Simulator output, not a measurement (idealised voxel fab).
Proc. module: voxel tone inversion
Cross-section cut spans 145 nm and uses square cells 5 nm in size.
Throughout this document, each cross-section is represented as a grid of square cells and is presented as a sequence of bands enumerated from the top downward, where a band comprises one or more rows of cells.
The entry gives the band's vertical extent as a top height and a bottom height in nm, then its horizontal make-up as materials from left to right, each with a width in nm. "air" stands for empty space; a single material marked "full width" fills the band edge to edge.
We count height from 0. Below that, the starting wafer is all one material. The lowest band never ends at the bottom but goes on down; see "0..down" for how that is written.
A width given as "30->40" starts at the first number in the band's top row and ends at the second number in its bottom row, shifting by an equal amount at every step from row to row.
A step reported as "no change occurred" is a step in which no cell of the cross-section changed.
Listed in "Closed cavity list": every empty space of 8 or more cells without an open way to the top. Form: width x height at distance, the distance being from the left edge, all in nm.
Post-settings text on a step line: simulator's own remark regarding the step.
overlay nm: for a step with a mask, the amount by which the mask lay right of where it was planned; a negative amount means left of it.
PLANNED STEP LIST FOR THE PROCESS
- 1: op RECEIVE | material Si
- 2: op CONFORMAL_DEP | material SiN | thk nm 5
- 3: op DIRECTIONAL_DEP | material aC | thk nm 25
- 4: op PATTERN | tone cover | mask id POSTS | material resist | width nm 15 | pitch nm 35 | thk nm 30 | overlay nm 0
- 5: op DIRECTIONAL_ETCH | etch materials aC | depth nm 25
- 6: op STRIP | etch materials resist
- 7: op FILL_DEP | material lowk | thk nm 5
- 8: op CMP | height nm 30
- 9: op STRIP | etch materials aC
- 10: op CONFORMAL_DEP | material TiN | thk nm 5
- 11: op FILL_DEP | material W | thk nm 5
- 12: op CMP | height nm 30
- 13: op CONFORMAL_DEP | material SiN | thk nm 5
CROSS-SECTION: WAFER ON ARRIVAL = AFTER STEP 1
	0..down | Si full width
	Closed cavity list: none
SECTIONED VIEW, FIRST OF TWO WAFERS, AT THE CLOSE OF THE MODULE, PROCESSED AS INTENDED IN THE PLAN
	35..30 | SiN full width
	30..10 | lowk=30; TiN=5; W=5; TiN=5; lowk=20; TiN=5; W=5; TiN=5; lowk=20; TiN=5; W=5; TiN=5; lowk=30
	10..5 | lowk=30; TiN=15; lowk=20; TiN=15; lowk=20; TiN=15; lowk=30
	5..0 | SiN full width
	0..down | Si full width
	Closed cavity list: none
WHAT THE SECOND WAFER LOOKS LIKE IN CROSS-SECTION ONCE THE MODULE IS DONE. ITS START AND ITS PLAN MATCHED THE FIRST WAFER'S EXACTLY; WHAT DIFFERED WAS ONE MISTAKE IN HOW IT WAS RUN
	35..25 | SiN full width
	25..0 | aC full width
	0..down | Si full width
	Closed cavity list: none
So what did we get wrong on this run? deviation from plan: step 3 and step 2 executed in one another's positions
The final cell counts differ between the wafers, with the second having more or fewer of some materials than the first: TiN: 33 fewer, W: 12 fewer, aC: 145 more, lowk: 100 fewer
